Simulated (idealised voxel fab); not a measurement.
Proc. module: voxel wiring stack
The width of the displayed cross-section, cut, is 205 nm; its cells are square, with a size of 5 nm.
If you're reading a cross-section in this doc, picture square cells in a grid; it comes to you as bands, top ones listed first down to the bottom, and a band can be one or more rows of cells.
Band: top and bottom heights (nm) first, top before bottom; then materials from left to right, widths in nm. "throughout" marks a sole material filling the band edge to edge. "blank" denotes empty space.
Heights are measured from 0, the level below which the as-received wafer is all one material; the lowest band has no bottom and continues downward, written as in "top 0, no bottom".
Width "30 to 40": first value at the band's top row of cells, second value at its bottom row, equal change from row to row.
"everything unchanged" after a step means that no cell of the cross-section changed.
"Encapsulated voids" - sealed voids, min. 8 cells, no opening to top; format: width x height at distance (distance from left edge; nm throughout).
That trailing text on a step's line, after the settings, is the simulator's own remark on the step.
The "overlay nm" setting may appear on a step's line; for a step that uses a mask, it gives how far to the right of its planned position the mask lay, and a negative value indicates the left.
Intended process steps
| 1 | RECEIVE (material Si) |
| 2 | CONFORMAL_DEP (material SiO2; thk nm 10) |
| 3 | CONFORMAL_DEP (material SiCN; thk nm 5) |
| 4 | DIRECTIONAL_DEP (material SiO2; thk nm 25) |
| 5 | PATTERN (tone open; mask id METAL_1; material resist; width nm 25; pitch nm 40; thk nm 20; overlay nm 0) |
| 6 | DIRECTIONAL_ETCH (etch materials SiO2; depth nm 25) |
| 7 | DIRECTIONAL_ETCH (etch materials SiCN; depth nm 5) |
| 8 | STRIP (etch materials resist) |
| 9 | CONFORMAL_DEP (material TiN; thk nm 5) |
| 10 | FILL_DEP (material Cu; thk nm 10) |
| 11 | CMP (height nm 40) |
| 12 | CONFORMAL_DEP (material SiCN; thk nm 5) |
| 13 | DIRECTIONAL_DEP (material SiO2; thk nm 15) |
| 14 | DIRECTIONAL_DEP (material aC; thk nm 15) |
| 15 | PATTERN (tone open; mask id PLUG_1; material resist; width nm 15; thk nm 30; overlay nm 0) |
| 16 | DIRECTIONAL_ETCH (etch materials aC; depth nm 15) |
| 17 | STRIP (etch materials resist) |
| 18 | DIRECTIONAL_ETCH (etch materials SiO2; depth nm 15) |
| 19 | DIRECTIONAL_ETCH (etch materials SiCN; depth nm 5) |
| 20 | STRIP (etch materials aC) |
| 21 | EPI (material Ru; thk nm 10) |
| 22 | EPI (material Ru; thk nm 10) |
| 23 | DIRECTIONAL_DEP (material TiN; thk nm 5) |
| 24 | DIRECTIONAL_DEP (material Ru; thk nm 15) |
| 25 | DIRECTIONAL_DEP (material aC; thk nm 10) |
| 26 | PATTERN (tone cover; mask id METAL_2; material resist; width nm 25; pitch nm 40; thk nm 25; overlay nm 0) |
| 27 | DIRECTIONAL_ETCH (etch materials aC; depth nm 10) |
| 28 | STRIP (etch materials resist) |
| 29 | DIRECTIONAL_ETCH (etch materials Ru; depth nm 15) |
| 30 | DIRECTIONAL_ETCH (etch materials TiN; depth nm 5) |
| 31 | STRIP (etch materials aC) |
| 32 | CONFORMAL_DEP (material SiCN; thk nm 5) |
| 33 | FILL_DEP (material SiO2; thk nm 10) |
| 34 | CMP (height nm 80) |
| 35 | CONFORMAL_DEP (material SiN; thk nm 5) |
As-received wafer cross-section (after step 1)
* top 0, no bottom = Si throughout
* Encapsulated voids: none
End-of-module cross-section. Starting structure and process plan as above; one mistake made in running it
* top 85, bottom 80 = SiN throughout
* top 80, bottom 75 = SiO2: 65 / SiCN: 5 / Ru: 25 / SiCN: 5 / SiO2: 5 / SiCN: 5 / Ru: 25 / SiCN: 5 / SiO2: 65
* top 75, bottom 70 = SiO2: 55 / SiCN: 15 / TiN: 25 / SiCN: 5 / SiO2: 5 / SiCN: 5 / Ru: 25 / SiCN: 5 / SiO2: 65
* top 70, bottom 65 = SiO2: 55 / SiCN: 5 / Ru: 35 / SiCN: 5 / SiO2: 5 / SiCN: 5 / Ru: 25 / SiCN: 5 / SiO2: 65
* top 65, bottom 60 = SiCN: 60 / Ru: 35 / SiCN: 15 / TiN: 25 / SiCN: 70
* top 60, bottom 45 = SiO2: 70 / Ru: 15 / SiO2: 120
* top 45, bottom 40 = SiCN: 70 / Ru: 15 / SiCN: 120
* top 40, bottom 15 = SiO2: 70 / TiN: 5 / Cu: 15 / TiN: 5 / SiO2: 15 / TiN: 5 / Cu: 15 / TiN: 5 / SiO2: 70
* top 15, bottom 10 = SiCN: 70 / TiN: 25 / SiCN: 15 / TiN: 25 / SiCN: 70
* top 10, bottom 0 = SiO2 throughout
* top 0, no bottom = Si throughout
* Encapsulated voids: none
Misprocessing identified: one of the identical steps 21 and 22 ran twice, and which one cannot be pinned down
